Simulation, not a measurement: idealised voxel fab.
Herein follows the process module entitled voxel transistor to metal.
Cross-section cut: width 195 nm, square cells of 5 nm.
Each cross-section below is a grid of square cells, stated as bands in top-down order, with one or more rows of cells making up each band. Read a band's entry like this: the first values are the height of its top and the height of its bottom in nm, and what follows is the sequence of materials from left to right, each with its width in nm. Note that "empty" is empty space, and that a single material marked "throughout" reaches across the band from edge to edge. We count height from 0. Below that, the starting wafer is all one material. The lowest band never ends at the bottom but goes on down; see "z 0 and below" for how that is written. The width entry "30->40" should be interpreted row by row: the top row of cells in the band takes the first number, the bottom row takes the second number, and the change between adjacent rows is uniform throughout. "stayed the same" after a step means that no cell of the cross-section changed. "Closed cavity list" lists enclosed empty spaces (at least 8 cells, no open path upward to the top), each as width x height at distance from the left edge, in nm. Read whatever lies past the settings on a step's line as the simulator's own remark about the step. Steps that use a mask can have "overlay nm" on their line. It says how far the mask sat to the right of where it was meant to be. Negative means to the left.

Here's what the planned process steps look like
- 1: RECEIVE | material Si
- 2: OXIDIZE | depth nm 5
- 3: CONFORMAL_DEP | material SiN | thk nm 15
- 4: MASKED_ETCH | tone cover | mask id ACTIVE | width nm 105 | etch materials SiN | depth nm 15 | overlay nm 0
- 5: MASKED_ETCH | tone cover | mask id ACTIVE | width nm 105 | etch materials SiO2 | depth nm 5 | overlay nm 0
- 6: MASKED_ETCH | tone cover | mask id ACTIVE | width nm 105 | etch materials Si | depth nm 20 | overlay nm 0
- 7: FILL_DEP | material SiO2 | thk nm 5
- 8: CMP | height nm 15
- 9: SELECTIVE_ETCH | etch materials SiO2 | depth nm 5
- 10: STRIP | etch materials SiN
- 11: SELECTIVE_ETCH | etch materials SiO2 | depth nm 5
- 12: OXIDIZE | depth nm 5
- 13: DIRECTIONAL_DEP | material polySi | thk nm 25
- 14: DIRECTIONAL_DEP | material SiCN | thk nm 10
- 15: DIRECTIONAL_DEP | material aC | thk nm 15
- 16: PATTERN | tone cover | mask id GATE | material resist | width nm 35 | thk nm 30 | overlay nm 0
- 17: DIRECTIONAL_ETCH | etch materials aC | depth nm 15
- 18: STRIP | etch materials resist
- 19: DIRECTIONAL_ETCH | etch materials SiCN | depth nm 20
- 20: DIRECTIONAL_ETCH | etch materials polySi | depth nm 35
- 21: STRIP | etch materials aC
- 22: CONFORMAL_DEP | material SiN | thk nm 5
- 23: DIRECTIONAL_ETCH | etch materials SiN | depth nm 5
- 24: DIRECTIONAL_ETCH | etch materials SiO2 | depth nm 5
- 25: DIRECTIONAL_ETCH | etch materials Si | depth nm 5
- 26: EPI | material pSi | thk nm 5
- 27: FILL_DEP | material SiO2 | thk nm 5
- 28: CMP | height nm 20
- 29: STRIP | etch materials polySi
- 30: SELECTIVE_ETCH | etch materials SiO2 | depth nm 5
- 31: CONFORMAL_DEP | material HfO2 | thk nm 5
- 32: CONFORMAL_DEP | material TiN | thk nm 5
- 33: FILL_DEP | material W | thk nm 5
- 34: CMP | height nm 15
- 35: DIRECTIONAL_DEP | material SiO2 | thk nm 10
- 36: PATTERN | tone open | mask id CONTACT | material resist | width nm 15 | pitch nm 80 | thk nm 20 | overlay nm 0
- 37: DIRECTIONAL_ETCH | etch materials SiO2 | depth nm 35
- 38: STRIP | etch materials resist
- 39: CONFORMAL_DEP | material TiN | thk nm 5
- 40: FILL_DEP | material Ru | thk nm 10
- 41: CMP | height nm 25
- 42: DIRECTIONAL_DEP | material TiN | thk nm 5
- 43: DIRECTIONAL_DEP | material Ru | thk nm 25
- 44: MASKED_ETCH | tone cover | mask id METAL_1 | width nm 15 | pitch nm 80 | etch materials Ru | depth nm 25 | overlay nm 0
- 45: MASKED_ETCH | tone cover | mask id METAL_1 | width nm 15 | pitch nm 80 | etch materials TiN | depth nm 5 | overlay nm 0
- 46: FILL_DEP | material SiO2 | thk nm 5
- 47: CMP | height nm 55
- 48: CONFORMAL_DEP | material SiN | thk nm 5

Cross-sectional view of the wafer in its as-received condition, corresponding to the state after step 1
* z 0 and below: Si throughout
* Closed cavity list: none

Below is the wafer in cross-section after the module was completed. It began from the starting point shown above and followed the plan shown above, except that one mistake was made while running it
* z 60 to 55: SiN throughout
* z 55 to 30: SiO2=50, then Ru=15, then SiO2=65, then Ru=15, then SiO2=50
* z 30 to 25: SiO2=50, then TiN=15, then SiO2=65, then TiN=15, then SiO2=50
* z 25 to 15: SiO2=50, then TiN=5, then Ru=5, then TiN=5, then SiO2=65, then TiN=5, then Ru=5, then TiN=5, then SiO2=50
* z 15 to 5: SiO2=50, then TiN=5, then Ru=5, then TiN=5, then SiO2=10, then SiN=5, then HfO2=10, then W=15, then HfO2=10, then SiN=5, then SiO2=10, then TiN=5, then Ru=5, then TiN=5, then SiO2=50
* z 5 to 0: SiO2=40, then SiN=5, then SiO2=5, then TiN=5, then Ru=5, then TiN=5, then SiO2=10, then SiN=5, then HfO2=10, then W=15, then HfO2=10, then SiN=5, then SiO2=10, then TiN=5, then Ru=5, then TiN=5, then SiO2=5, then SiN=5, then SiO2=40
* z 0 to -5: SiO2=40, then SiN=5, then SiO2=5, then TiN=5, then Ru=5, then TiN=5, then SiO2=10, then SiN=5, then HfO2=35, then SiN=5, then SiO2=10, then TiN=5, then Ru=5, then TiN=5, then SiO2=5, then SiN=5, then SiO2=40
* z -5 to -10: SiO2=50, then TiN=15, then SiO2=5, then pSi=5, then HfO2=45, then pSi=5, then SiO2=5, then TiN=15, then SiO2=50
* z -10 to -15: SiO2=45, then pSi=30, then Si=45, then pSi=30, then SiO2=45
* z -15 to -25: SiO2=45, then Si=105, then SiO2=45
* z -25 and below: Si throughout
* Closed cavity list: none
What went wrong in running the wafer? not per plan at step 32, really ran CONFORMAL_DEP | material HfO2 | thk nm 5
